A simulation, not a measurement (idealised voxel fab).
process module | voxel released beams
cross-section cut | 175 nm wide | cells 5 nm
A cross-section is a grid of square cells, given in bands from the top down. A band is one or more rows of cells.
Each band's line starts with the height of the band's top and of its bottom, in nm. Then come its materials from left to right, each with its width in nm. One material with "throughout" fills the band from edge to edge. "air" is empty space.
Height 0 is the level under which the wafer as received is all one material. The lowest band goes on downwards, as in "0 down".
A width such as "30 to 40" changes by the same amount from each row of cells to the next, from the band's top row to its bottom row.
"no change" after a step means that no cell of the cross-section changed.
closed voids: empty space of 8 cells or more with no open way to the top, each as width x height at its distance from the left edge, in nm
after a step's settings: what the simulator itself notes on the step
overlay nm, on a step with a mask: how far to the right of its planned place the mask lay; to the left if negative
Each pair below shows a cross-section before one step and the cross-section after it, down to the lowest band that changed. The line under each pair gives the step between them, with its settings. The pairs can come from different runs of this module on the same starting wafer, so a pair continues from the pair above only where its "before" says so.
before
  0 down: Si throughout
  closed voids: none
after
  5 to 0: SiN throughout
  below 0: unchanged
  closed voids: none
the step between: op CONFORMAL_DEP | material SiN | thk nm 5
before: the cross-section after the pair above
after
  20 to 5: SiO2 throughout
  below 5: unchanged
  closed voids: none
the step between: op DIRECTIONAL_DEP | material SiO2 | thk nm 15
before: the cross-section after the pair above
after
  35 to 20: resist 30 | air 35 | resist 110
  below 20: unchanged
  closed voids: none
the step between: op PATTERN | tone open | mask id ANCHOR | material resist | width nm 35 | thk nm 15 | overlay nm 0
before: the cross-section after the pair above
after
  35 to 20: resist 30 | air 35 | resist 110
  20 to 5: SiO2 30 | air 35 | SiO2 110
  below 5: unchanged
  closed voids: none
the step between: op DIRECTIONAL_ETCH | etch materials SiO2 | depth nm 15
before: the cross-section after the pair above
after
  20 to 5: SiO2 30 | air 35 | SiO2 110
  below 5: unchanged
  closed voids: none
the step between: op STRIP | etch materials resist
before: the cross-section after the pair above
after
  35 to 20: W 45 | air 5 | W 125
  20 to 5: SiO2 30 | W 35 | SiO2 110
  below 5: unchanged
  closed voids: none
the step between: op CONFORMAL_DEP | material W | thk nm 15
before: the cross-section after the pair above
after
  45 to 35: aC 45 | air 5 | aC 125
  35 to 30: W 45 | air 5 | W 125
  30 to 20: W 45 | aC 5 | W 125
  below 20: unchanged
  closed voids: none
the step between: op DIRECTIONAL_DEP | material aC | thk nm 10
before: the cross-section after the pair above
after
  70 to 45: air 25 | resist 120 | air 30
  45 to 35: aC 45 | resist 5 | aC 125
  35 to 30: W 45 | resist 5 | W 125
  below 30: unchanged
  closed voids: none
the step between: op PATTERN | tone cover | mask id BEAM | material resist | width nm 120 | thk nm 25 | overlay nm 0
before: the cross-section after the pair above
after
  60 to 45: air 25 | resist 120 | air 30
  45 to 35: air 25 | aC 20 | resist 5 | aC 95 | air 30
  below 35: unchanged
  closed voids: none
the step between: op DIRECTIONAL_ETCH | etch materials aC | depth nm 10
before: the cross-section after the pair above
after
  45 to 35: air 25 | aC 20 | air 5 | aC 95 | air 30
  35 to 30: W 45 | air 5 | W 125
  below 30: unchanged
  closed voids: none
the step between: op STRIP | etch materials resist
before: the cross-section after the pair above
after
  45 to 35: air 25 | aC 20 | air 5 | aC 95 | air 30
  35 to 30: air 25 | W 20 | air 5 | W 95 | air 30
  30 to 20: air 25 | W 20 | aC 5 | W 95 | air 30
  below 20: unchanged
  closed voids: none
the step between: op DIRECTIONAL_ETCH | etch materials W | depth nm 15
before: the cross-section after the pair above
after
  35 to 20: air 25 | W 20 | air 5 | W 95 | air 30
  below 20: unchanged
  closed voids: none
the step between: op STRIP | etch materials aC
before: the cross-section after the pair above
after
  35 to 20: air 25 | W 20 | air 5 | W 95 | air 30
  20 to 5: air 30 | W 35 | air 110
  below 5: unchanged
  closed voids: none
the step between: op STRIP | etch materials SiO2
before
  0 down: Si throughout
  closed voids: none
after
  15 to 0: SiO2 throughout
  below 0: unchanged
  closed voids: none
the step between: op DIRECTIONAL_DEP | material SiO2 | thk nm 15
before: the cross-section after the pair above
after
  30 to 15: resist 30 | air 35 | resist 110
  below 15: unchanged
  closed voids: none
the step between: op PATTERN | tone open | mask id ANCHOR | material resist | width nm 35 | thk nm 15 | overlay nm 0
before: the cross-section after the pair above
after
  30 to 15: resist 30 | air 35 | resist 110
  15 to 0: SiO2 30 | air 35 | SiO2 110
  below 0: unchanged
  closed voids: none
the step between: op DIRECTIONAL_ETCH | etch materials SiO2 | depth nm 15
before: the cross-section after the pair above
after
  15 to 0: SiO2 30 | air 35 | SiO2 110
  below 0: unchanged
  closed voids: none
the step between: op STRIP | etch materials resist
before: the cross-section after the pair above
after
  30 to 15: W 45 | air 5 | W 125
  15 to 0: SiO2 30 | W 35 | SiO2 110
  below 0: unchanged
  closed voids: none
the step between: op CONFORMAL_DEP | material W | thk nm 15
before: the cross-section after the pair above
after
  40 to 30: aC 45 | air 5 | aC 125
  30 to 25: W 45 | air 5 | W 125
  25 to 15: W 45 | aC 5 | W 125
  below 15: unchanged
  closed voids: none
the step between: op DIRECTIONAL_DEP | material aC | thk nm 10
before: the cross-section after the pair above
after
  65 to 40: air 25 | resist 120 | air 30
  40 to 30: aC 45 | resist 5 | aC 125
  30 to 25: W 45 | resist 5 | W 125
  below 25: unchanged
  closed voids: none
the step between: op PATTERN | tone cover | mask id BEAM | material resist | width nm 120 | thk nm 25 | overlay nm 0
before: the cross-section after the pair above
after
  55 to 40: air 25 | resist 120 | air 30
  40 to 30: air 25 | aC 20 | resist 5 | aC 95 | air 30
  below 30: unchanged
  closed voids: none
the step between: op DIRECTIONAL_ETCH | etch materials aC | depth nm 10
before: the cross-section after the pair above
after
  40 to 30: air 25 | aC 20 | air 5 | aC 95 | air 30
  30 to 25: W 45 | air 5 | W 125
  below 25: unchanged
  closed voids: none
the step between: op STRIP | etch materials resist
before: the cross-section after the pair above
after
  40 to 30: air 25 | aC 20 | air 5 | aC 95 | air 30
  30 to 25: air 25 | W 20 | air 5 | W 95 | air 30
  25 to 15: air 25 | W 20 | aC 5 | W 95 | air 30
  below 15: unchanged
  closed voids: none
the step between: op DIRECTIONAL_ETCH | etch materials W | depth nm 15
before: the cross-section after the pair above
after
  30 to 15: air 25 | W 20 | air 5 | W 95 | air 30
  below 15: unchanged
  closed voids: none
the step between: op STRIP | etch materials aC
before: the cross-section after the pair above
after
  30 to 15: air 25 | W 20 | air 5 | W 95 | air 30
  15 to 0: air 30 | W 35 | air 110
  below 0: unchanged
  closed voids: none
the step between: op STRIP | etch materials SiO2
before
  35 to 20: W 45 | air 5 | W 125
  20 to 5: SiO2 30 | W 35 | SiO2 110
  5 to 0: SiN throughout
  0 down: Si throughout
  closed voids: none
after
  50 to 20: W throughout
  below 20: unchanged
  closed voids: none
the step between: op CONFORMAL_DEP | material W | thk nm 15
before: the cross-section after the pair above
after
  60 to 50: aC throughout
  below 50: unchanged
  closed voids: none
the step between: op DIRECTIONAL_DEP | material aC | thk nm 10
before: the cross-section after the pair above
after
  85 to 60: air 25 | resist 120 | air 30
  below 60: unchanged
  closed voids: none
the step between: op PATTERN | tone cover | mask id BEAM | material resist | width nm 120 | thk nm 25 | overlay nm 0
before: the cross-section after the pair above
after
  75 to 60: air 25 | resist 120 | air 30
  60 to 50: air 25 | aC 120 | air 30
  below 50: unchanged
  closed voids: none
the step between: op DIRECTIONAL_ETCH | etch materials aC | depth nm 10
before: the cross-section after the pair above
after
  60 to 50: air 25 | aC 120 | air 30
  below 50: unchanged
  closed voids: none
the step between: op STRIP | etch materials resist
before: the cross-section after the pair above
after
  60 to 50: air 25 | aC 120 | air 30
  50 to 35: air 25 | W 120 | air 30
  below 35: unchanged
  closed voids: none
the step between: op DIRECTIONAL_ETCH | etch materials W | depth nm 15
before: the cross-section after the pair above
after
  50 to 35: air 25 | W 120 | air 30
  below 35: unchanged
  closed voids: none
the step between: op STRIP | etch materials aC
before
  15 to 0: SiO2 throughout
  0 down: Si throughout
  closed voids: none
after
  20 to 15: SiN throughout
  below 15: unchanged
  closed voids: none
the step between: op CONFORMAL_DEP | material SiN | thk nm 5
before: the cross-section after the pair above
after
  35 to 20: resist 30 | air 35 | resist 110
  below 20: unchanged
  closed voids: none
the step between: op PATTERN | tone open | mask id ANCHOR | material resist | width nm 35 | thk nm 15 | overlay nm 0
before: the cross-section after the pair above
after
  20 to 15: SiN throughout
  below 15: unchanged
  closed voids: none
the step between: op STRIP | etch materials resist
before: the cross-section after the pair above
after
  35 to 20: W throughout
  below 20: unchanged
  closed voids: none
the step between: op CONFORMAL_DEP | material W | thk nm 15
before: the cross-section after the pair above
after
  45 to 35: aC throughout
  below 35: unchanged
  closed voids: none
the step between: op DIRECTIONAL_DEP | material aC | thk nm 10
before: the cross-section after the pair above
after
  70 to 45: air 25 | resist 120 | air 30
  below 45: unchanged
  closed voids: none
the step between: op PATTERN | tone cover | mask id BEAM | material resist | width nm 120 | thk nm 25 | overlay nm 0
before: the cross-section after the pair above
after
  60 to 45: air 25 | resist 120 | air 30
  45 to 35: air 25 | aC 120 | air 30
  below 35: unchanged
  closed voids: none
the step between: op DIRECTIONAL_ETCH | etch materials aC | depth nm 10
before: the cross-section after the pair above
after
  45 to 35: air 25 | aC 120 | air 30
  below 35: unchanged
  closed voids: none
the step between: op STRIP | etch materials resist
before: the cross-section after the pair above
after
  45 to 35: air 25 | aC 120 | air 30
  35 to 20: air 25 | W 120 | air 30
  below 20: unchanged
  closed voids: none
the step between: op DIRECTIONAL_ETCH | etch materials W | depth nm 15
before: the cross-section after the pair above
after
  35 to 20: air 25 | W 120 | air 30
  below 20: unchanged
  closed voids: none
the step between: op STRIP | etch materials aC
before
  5 to 0: SiN throughout
  0 down: Si throughout
  closed voids: none
after
  10 to 5: SiO2 throughout
  below 5: unchanged
  closed voids: none
the step between: op DIRECTIONAL_DEP | material SiO2 | thk nm 5
before: the cross-section after the pair above
after
  25 to 10: resist 30 | air 35 | resist 110
  below 10: unchanged
  closed voids: none
the step between: op PATTERN | tone open | mask id ANCHOR | material resist | width nm 35 | thk nm 15 | overlay nm 0
before: the cross-section after the pair above
after
  25 to 10: resist 30 | air 35 | resist 110
  10 to 5: SiO2 30 | air 35 | SiO2 110
  below 5: unchanged
  closed voids: none
the step between: op DIRECTIONAL_ETCH | etch materials SiO2 | depth nm 15
before: the cross-section after the pair above
after
  10 to 5: SiO2 30 | air 35 | SiO2 110
  below 5: unchanged
  closed voids: none
the step between: op STRIP | etch materials resist
before: the cross-section after the pair above
after
  25 to 20: W 45 | air 5 | W 125
  20 to 10: W throughout
  10 to 5: SiO2 30 | W 35 | SiO2 110
  below 5: unchanged
  closed voids: none
the step between: op CONFORMAL_DEP | material W | thk nm 15
before: the cross-section after the pair above
after
  35 to 30: aC 45 | air 5 | aC 125
  30 to 25: aC throughout
  25 to 20: W 45 | aC 5 | W 125
  below 20: unchanged
  closed voids: none
the step between: op DIRECTIONAL_DEP | material aC | thk nm 10
before: the cross-section after the pair above
after
  60 to 35: air 25 | resist 120 | air 30
  35 to 30: aC 45 | resist 5 | aC 125
  below 30: unchanged
  closed voids: none
the step between: op PATTERN | tone cover | mask id BEAM | material resist | width nm 120 | thk nm 25 | overlay nm 0
before: the cross-section after the pair above
after
  50 to 35: air 25 | resist 120 | air 30
  35 to 30: air 25 | aC 20 | resist 5 | aC 95 | air 30
  30 to 25: air 25 | aC 120 | air 30
  below 25: unchanged
  closed voids: none
the step between: op DIRECTIONAL_ETCH | etch materials aC | depth nm 10
before: the cross-section after the pair above
after
  35 to 30: air 25 | aC 20 | air 5 | aC 95 | air 30
  below 30: unchanged
  closed voids: none
the step between: op STRIP | etch materials resist
before: the cross-section after the pair above
after
  35 to 30: air 25 | aC 20 | air 5 | aC 95 | air 30
  30 to 25: air 25 | aC 120 | air 30
  25 to 20: air 25 | W 20 | aC 5 | W 95 | air 30
  20 to 10: air 25 | W 120 | air 30
  below 10: unchanged
  closed voids: none
the step between: op DIRECTIONAL_ETCH | etch materials W | depth nm 15
before: the cross-section after the pair above
after
  25 to 20: air 25 | W 20 | air 5 | W 95 | air 30
  below 20: unchanged
  closed voids: none
the step between: op STRIP | etch materials aC
before: the cross-section after the pair above
after
  25 to 20: air 25 | W 20 | air 5 | W 95 | air 30
  20 to 10: air 25 | W 120 | air 30
  10 to 5: air 30 | W 35 | air 110
  below 5: unchanged
  closed voids: none
the step between: op STRIP | etch materials SiO2
before
  45 to 35: aC 45 | air 5 | aC 125
  35 to 30: W 45 | air 5 | W 125
  30 to 20: W 45 | aC 5 | W 125
  20 to 5: SiO2 30 | W 35 | SiO2 110
  5 to 0: SiN throughout
  0 down: Si throughout
  closed voids: none
after
  70 to 45: air 25 | resist 125 | air 25
  45 to 35: aC 45 | resist 5 | aC 125
  35 to 30: W 45 | resist 5 | W 125
  below 30: unchanged
  closed voids: none
the step between: op PATTERN | tone cover | mask id BEAM | material resist | width nm 125 | thk nm 25 | overlay nm 0
before: the cross-section after the pair above
after
  60 to 45: air 25 | resist 125 | air 25
  45 to 35: air 25 | aC 20 | resist 5 | aC 100 | air 25
  below 35: unchanged
  closed voids: none
the step between: op DIRECTIONAL_ETCH | etch materials aC | depth nm 10
before: the cross-section after the pair above
after
  45 to 35: air 25 | aC 20 | air 5 | aC 100 | air 25
  35 to 30: W 45 | air 5 | W 125
  below 30: unchanged
  closed voids: none
the step between: op STRIP | etch materials resist
before: the cross-section after the pair above
after
  45 to 35: air 25 | aC 20 | air 5 | aC 100 | air 25
  35 to 30: air 25 | W 20 | air 5 | W 100 | air 25
  30 to 20: air 25 | W 20 | aC 5 | W 100 | air 25
  below 20: unchanged
  closed voids: none
the step between: op DIRECTIONAL_ETCH | etch materials W | depth nm 15
before: the cross-section after the pair above
after
  35 to 20: air 25 | W 20 | air 5 | W 100 | air 25
  below 20: unchanged
  closed voids: none
the step between: op STRIP | etch materials aC
before: the cross-section after the pair above
after
  35 to 20: air 25 | W 20 | air 5 | W 100 | air 25
  20 to 5: air 30 | W 35 | air 110
  below 5: unchanged
  closed voids: none
the step between: op STRIP | etch materials SiO2
before
  20 to 5: SiO2 throughout
  5 to 0: SiN throughout
  0 down: Si throughout
  closed voids: none
after
  35 to 20: resist 40 | air 35 | resist 100
  below 20: unchanged
  closed voids: none
the step between: op PATTERN | tone open | mask id ANCHOR | material resist | width nm 35 | thk nm 15 | overlay nm 10
before: the cross-section after the pair above
after
  35 to 20: resist 40 | air 35 | resist 100
  20 to 5: SiO2 40 | air 35 | SiO2 100
  below 5: unchanged
  closed voids: none
the step between: op DIRECTIONAL_ETCH | etch materials SiO2 | depth nm 15
before: the cross-section after the pair above
after
  20 to 5: SiO2 40 | air 35 | SiO2 100
  below 5: unchanged
  closed voids: none
the step between: op STRIP | etch materials resist
before: the cross-section after the pair above
after
  35 to 20: W 55 | air 5 | W 115
  20 to 5: SiO2 40 | W 35 | SiO2 100
  below 5: unchanged
  closed voids: none
the step between: op CONFORMAL_DEP | material W | thk nm 15
before: the cross-section after the pair above
after
  45 to 35: aC 55 | air 5 | aC 115
  35 to 30: W 55 | air 5 | W 115
  30 to 20: W 55 | aC 5 | W 115
  below 20: unchanged
  closed voids: none
the step between: op DIRECTIONAL_DEP | material aC | thk nm 10
before: the cross-section after the pair above
after
  70 to 45: air 25 | resist 120 | air 30
  45 to 35: aC 55 | resist 5 | aC 115
  35 to 30: W 55 | resist 5 | W 115
  below 30: unchanged
  closed voids: none
the step between: op PATTERN | tone cover | mask id BEAM | material resist | width nm 120 | thk nm 25 | overlay nm 0
before: the cross-section after the pair above
after
  60 to 45: air 25 | resist 120 | air 30
  45 to 35: air 25 | aC 30 | resist 5 | aC 85 | air 30
  below 35: unchanged
  closed voids: none
the step between: op DIRECTIONAL_ETCH | etch materials aC | depth nm 10
before: the cross-section after the pair above
after
  45 to 35: air 25 | aC 30 | air 5 | aC 85 | air 30
  35 to 30: W 55 | air 5 | W 115
  below 30: unchanged
  closed voids: none
the step between: op STRIP | etch materials resist
before: the cross-section after the pair above
after
  45 to 35: air 25 | aC 30 | air 5 | aC 85 | air 30
  35 to 30: air 25 | W 30 | air 5 | W 85 | air 30
  30 to 20: air 25 | W 30 | aC 5 | W 85 | air 30
  below 20: unchanged
  closed voids: none
the step between: op DIRECTIONAL_ETCH | etch materials W | depth nm 15
before: the cross-section after the pair above
after
  35 to 20: air 25 | W 30 | air 5 | W 85 | air 30
  below 20: unchanged
  closed voids: none
the step between: op STRIP | etch materials aC
before: the cross-section after the pair above
after
  35 to 20: air 25 | W 30 | air 5 | W 85 | air 30
  20 to 5: air 40 | W 35 | air 100
  below 5: unchanged
  closed voids: none
the step between: op STRIP | etch materials SiO2
before
  5 to 0: SiN throughout
  0 down: Si throughout
  closed voids: none
after
  20 to 5: W throughout
  below 5: unchanged
  closed voids: none
the step between: op DIRECTIONAL_DEP | material W | thk nm 15
before: the cross-section after the pair above
after
  35 to 20: resist 30 | air 35 | resist 110
  below 20: unchanged
  closed voids: none
the step between: op PATTERN | tone open | mask id ANCHOR | material resist | width nm 35 | thk nm 15 | overlay nm 0
before: the cross-section after the pair above
after
  20 to 5: W throughout
  below 5: unchanged
  closed voids: none
the step between: op STRIP | etch materials resist
before: the cross-section after the pair above
after
  35 to 5: W throughout
  below 5: unchanged
  closed voids: none
the step between: op CONFORMAL_DEP | material W | thk nm 15
before: the cross-section after the pair above
after
  45 to 35: aC throughout
  below 35: unchanged
  closed voids: none
the step between: op DIRECTIONAL_DEP | material aC | thk nm 10
before: the cross-section after the pair above
after
  70 to 45: air 25 | resist 120 | air 30
  below 45: unchanged
  closed voids: none
the step between: op PATTERN | tone cover | mask id BEAM | material resist | width nm 120 | thk nm 25 | overlay nm 0
before: the cross-section after the pair above
after
  60 to 45: air 25 | resist 120 | air 30
  45 to 35: air 25 | aC 120 | air 30
  below 35: unchanged
  closed voids: none
the step between: op DIRECTIONAL_ETCH | etch materials aC | depth nm 10
before: the cross-section after the pair above
after
  45 to 35: air 25 | aC 120 | air 30
  below 35: unchanged
  closed voids: none
the step between: op STRIP | etch materials resist
before: the cross-section after the pair above
after
  45 to 35: air 25 | aC 120 | air 30
  35 to 20: air 25 | W 120 | air 30
  below 20: unchanged
  closed voids: none
the step between: op DIRECTIONAL_ETCH | etch materials W | depth nm 15
before: the cross-section after the pair above
after
  35 to 20: air 25 | W 120 | air 30
  below 20: unchanged
  closed voids: none
the step between: op STRIP | etch materials aC
before
  20 to 5: SiO2 throughout
  5 to 0: SiN throughout
  0 down: Si throughout
  closed voids: none
after
  35 to 20: air 30 | resist 35 | air 110
  below 20: unchanged
  closed voids: none
the step between: op PATTERN | tone cover | mask id ANCHOR | material resist | width nm 35 | thk nm 15 | overlay nm 0
before: the cross-section after the pair above
after
  35 to 20: air 30 | resist 35 | air 110
  20 to 5: air 30 | SiO2 35 | air 110
  below 5: unchanged
  closed voids: none
the step between: op DIRECTIONAL_ETCH | etch materials SiO2 | depth nm 15
before: the cross-section after the pair above
after
  20 to 5: air 30 | SiO2 35 | air 110
  below 5: unchanged
  closed voids: none
the step between: op STRIP | etch materials resist
before: the cross-section after the pair above
after
  35 to 20: air 15 | W 65 | air 95
  20 to 5: W 30 | SiO2 35 | W 110
  below 5: unchanged
  closed voids: none
the step between: op CONFORMAL_DEP | material W | thk nm 15
before: the cross-section after the pair above
after
  45 to 35: air 15 | aC 65 | air 95
  35 to 30: air 15 | W 65 | air 95
  30 to 20: aC 15 | W 65 | aC 95
  below 20: unchanged
  closed voids: none
the step between: op DIRECTIONAL_DEP | material aC | thk nm 10
before: the cross-section after the pair above
after
  70 to 45: air 25 | resist 120 | air 30
  45 to 35: air 15 | aC 65 | resist 65 | air 30
  35 to 30: air 15 | W 65 | resist 65 | air 30
  below 30: unchanged
  closed voids: none
the step between: op PATTERN | tone cover | mask id BEAM | material resist | width nm 120 | thk nm 25 | overlay nm 0
before: the cross-section after the pair above
after
  60 to 45: air 25 | resist 120 | air 30
  45 to 35: air 25 | aC 55 | resist 65 | air 30
  35 to 30: air 15 | W 65 | resist 65 | air 30
  30 to 20: air 15 | W 65 | aC 65 | air 30
  below 20: unchanged
  closed voids: none
the step between: op DIRECTIONAL_ETCH | etch materials aC | depth nm 10
before: the cross-section after the pair above
after
  45 to 35: air 25 | aC 55 | air 95
  35 to 30: air 15 | W 65 | air 95
  below 30: unchanged
  closed voids: none
the step between: op STRIP | etch materials resist
before: the cross-section after the pair above
after
  45 to 35: air 25 | aC 55 | air 95
  35 to 30: air 25 | W 55 | air 95
  30 to 20: air 25 | W 55 | aC 65 | air 30
  20 to 5: air 15 | W 15 | SiO2 35 | W 80 | air 30
  below 5: unchanged
  closed voids: none
the step between: op DIRECTIONAL_ETCH | etch materials W | depth nm 15
before: the cross-section after the pair above
after
  35 to 20: air 25 | W 55 | air 95
  below 20: unchanged
  closed voids: none
the step between: op STRIP | etch materials aC
